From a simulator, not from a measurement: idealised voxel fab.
Proc. module: voxel double patterning
The cross-section shown here is cut; it is 235 nm wide and divided into square cells measuring 5 nm on a side.
Cross-section spec: square-cell grid; bands listed top down; each band is one or more rows.
Within each band entry, the heights of the top and of the bottom of the band appear first, in that order and in nm; the materials of the band then follow from left to right, each with its corresponding width in nm. The designation "all across" on a single material indicates that it fills the band from edge to edge; the designation "air" indicates empty space.
The reference from which all heights are counted is 0, the level beneath which the as-received wafer is entirely one material; the lowest band, having no lower bound, proceeds downward and is written after the example "0 -> down".
The notation "30->40" denotes a width that varies across the rows of cells in the band, beginning at the first number in the top row, finishing at the second number in the bottom row, and changing by an identical amount from each row to the next.
Step marked "remained the same"? Then no cell in the cross-section changed in it.
"Sealed void list": empty spaces of 8 cells or more with no open way to the top, each given as width x height at distance, distance from the left edge, all in nm.
What comes after the settings on a step's line is commentary from the simulator itself on that step.
You can add "overlay nm" to a step's line. For a step with a mask, it describes how far the mask lay to the right of its planned position, and a negative number describes a lay to the left.
These are the steps we planned for the process
1: RECEIVE,material Si
2: CONFORMAL_DEP,material SiN,thk nm 10
3: DIRECTIONAL_DEP,material SiO2,thk nm 20
4: DIRECTIONAL_DEP,material SiCN,thk nm 5
5: MASKED_ETCH,tone open,mask id FIRST,width nm 15,pitch nm 50,etch materials SiCN,depth nm 5,overlay nm 0
6: DIRECTIONAL_DEP,material aC,thk nm 15
7: PATTERN,tone open,mask id SECOND,material resist,width nm 15,pitch nm 50,thk nm 35,overlay nm 0
8: DIRECTIONAL_ETCH,etch materials aC,depth nm 15
9: STRIP,etch materials resist
10: DIRECTIONAL_ETCH,etch materials SiCN,depth nm 5
11: STRIP,etch materials aC
12: DIRECTIONAL_ETCH,etch materials SiO2,depth nm 20
13: STRIP,etch materials SiCN
Wafer at receipt (post step 1), cross-section
> 0 -> down: Si all across
> Sealed void list: none
Here's the wafer cut in cross-section after the module, started and planned just like above, except one thing was done wrong in the run
> 35 -> 30: SiN all across
> 30 -> 10: SiO2 all across
> 10 -> 0: SiN all across
> 0 -> down: Si all across
> Sealed void list: none
Against the plan, the run slipped here: step 4 ran with different settings than intended, the actual operation and settings being DIRECTIONAL_DEP,material SiN,thk nm 5
